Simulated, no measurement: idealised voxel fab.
Process module name: voxel wiring stack
The width of the displayed cross-section, cut, is 300 nm; its cells are square, with a size of 5 nm.
A cross-section in this document is a grid of square cells, and it is written down as bands, the top band listed before the ones below it; a band is made up of one or more rows of cells. Each band's line starts with the height of the band's top and of its bottom, in nm. Then come its materials from left to right, each with its width in nm. One material with "all across" fills the band from edge to edge. "blank" is empty space. Below 0: as-received wafer, all one material; heights counted from there. Lowest band: no bottom, goes on down, written "from 0 down". The width entry "30..40" should be interpreted row by row: the top row of cells in the band takes the first number, the bottom row takes the second number, and the change between adjacent rows is uniform throughout. For the purposes of this document, the phrase "stayed the same" attached to a step denotes that no cell within the cross-section was modified by that step. "Enclosed internal cavities" contains a list of empty spaces, each no smaller than 8 cells and without an open way to the top, written in the form width x height at distance with the distance from the left edge and all three in nm. On each step's line, the part that comes after the settings is the simulator's own comment on the step. overlay nm: step with mask; distance mask lay right of planned place; negative value = left of planned place.

Set out below are the planned steps of the process:
| 1 | RECEIVE,material Si |
| 2 | CONFORMAL_DEP,material SiO2,thk nm 10 |
| 3 | DIRECTIONAL_DEP,material TiN,thk nm 5 |
| 4 | DIRECTIONAL_DEP,material Ru,thk nm 15 |
| 5 | PATTERN,tone cover,mask id METAL_1,material resist,width nm 20,pitch nm 40,thk nm 15,overlay nm 0 |
| 6 | DIRECTIONAL_ETCH,etch materials Ru,depth nm 15 |
| 7 | DIRECTIONAL_ETCH,etch materials TiN,depth nm 5 |
| 8 | STRIP,etch materials resist |
| 9 | CONFORMAL_DEP,material SiCN,thk nm 5 |
| 10 | FILL_DEP,material SiO2,thk nm 5 |
| 11 | CMP,height nm 30 |
| 12 | CONFORMAL_DEP,material SiCN,thk nm 5 |
| 13 | DIRECTIONAL_DEP,material SiO2,thk nm 15 |
| 14 | DIRECTIONAL_DEP,material aC,thk nm 15 |
| 15 | PATTERN,tone open,mask id PLUG_1,material resist,width nm 15,pitch nm 40,thk nm 30,overlay nm 0 |
| 16 | DIRECTIONAL_ETCH,etch materials aC,depth nm 15 |
| 17 | STRIP,etch materials resist |
| 18 | DIRECTIONAL_ETCH,etch materials SiO2,depth nm 15 |
| 19 | DIRECTIONAL_ETCH,etch materials SiCN,depth nm 5 |
| 20 | STRIP,etch materials aC |
| 21 | CONFORMAL_DEP,material TiN,thk nm 5 |
| 22 | FILL_DEP,material Cu,thk nm 5 |
| 23 | CMP,height nm 50 |
| 24 | CONFORMAL_DEP,material SiN,thk nm 5 |
| 25 | DIRECTIONAL_DEP,material lowk,thk nm 20 |
| 26 | DIRECTIONAL_DEP,material aC,thk nm 15 |
| 27 | PATTERN,tone open,mask id METAL_2,material resist,width nm 20,pitch nm 40,thk nm 30,overlay nm 0 |
| 28 | DIRECTIONAL_ETCH,etch materials aC,depth nm 15 |
| 29 | STRIP,etch materials resist |
| 30 | DIRECTIONAL_ETCH,etch materials lowk,depth nm 20 |
| 31 | DIRECTIONAL_ETCH,etch materials SiN,depth nm 5 |
| 32 | STRIP,etch materials aC |
| 33 | CONFORMAL_DEP,material TiN,thk nm 5 |
| 34 | FILL_DEP,material Cu,thk nm 5 |
| 35 | CMP,height nm 75 |
| 36 | CONFORMAL_DEP,material SiCN,thk nm 5 |
| 37 | DIRECTIONAL_DEP,material lowk,thk nm 30 |
| 38 | PATTERN,tone open,mask id METAL_3_HOLES,material resist,width nm 15,thk nm 20,overlay nm 0 |
| 39 | DIRECTIONAL_ETCH,etch materials lowk,depth nm 30 |
| 40 | STRIP,etch materials resist |
| 41 | MASKED_ETCH,tone open,mask id METAL_3,width nm 20,pitch nm 40,etch materials lowk,depth nm 15,overlay nm 0 |
| 42 | MASKED_ETCH,tone open,mask id METAL_3,width nm 20,pitch nm 40,etch materials SiCN,depth nm 5,overlay nm 0 |
| 43 | CONFORMAL_DEP,material TiN,thk nm 5 |
| 44 | FILL_DEP,material Ru,thk nm 5 |
| 45 | CMP,height nm 110 |
| 46 | CONFORMAL_DEP,material SiN,thk nm 5 |

as received, after step 1:
	from 0 down | Si all across
	Enclosed internal cavities: none

Starting structure and process plan are as shown above, but one mistake was made in running the module; the wafer cross-section at the end of the module follows:
	from 115 to 110 | SiN all across
	from 110 to 80 | lowk 120 / TiN 5 / Ru 10 / TiN 5 / lowk 20 / TiN 5 / Ru 10 / TiN 5 / lowk 120
	from 80 to 75 | SiCN 120 / TiN 20 / SiCN 20 / TiN 20 / SiCN 120
	from 75 to 55 | lowk 120 / TiN 5 / Cu 10 / TiN 5 / lowk 20 / TiN 5 / Cu 10 / TiN 5 / lowk 120
	from 55 to 50 | SiN 120 / TiN 20 / SiN 20 / TiN 20 / SiN 120
	from 50 to 35 | SiO2 120 / TiN 5 / Cu 5 / TiN 5 / SiO2 25 / TiN 5 / Cu 5 / TiN 5 / SiO2 125
	from 35 to 30 | SiCN 120 / TiN 15 / SiCN 25 / TiN 15 / SiCN 125
	from 30 to 15 | SiO2 115 / SiCN 5 / Ru 20 / SiCN 5 / SiO2 10 / SiCN 5 / Ru 20 / SiCN 5 / SiO2 115
	from 15 to 10 | SiCN 120 / TiN 20 / SiCN 20 / TiN 20 / SiCN 120
	from 10 to 0 | SiO2 all across
	from 0 down | Si all across
	Enclosed internal cavities: none
Which mistake was made when the wafer was run? heads up, step 41 of the plan got done twice
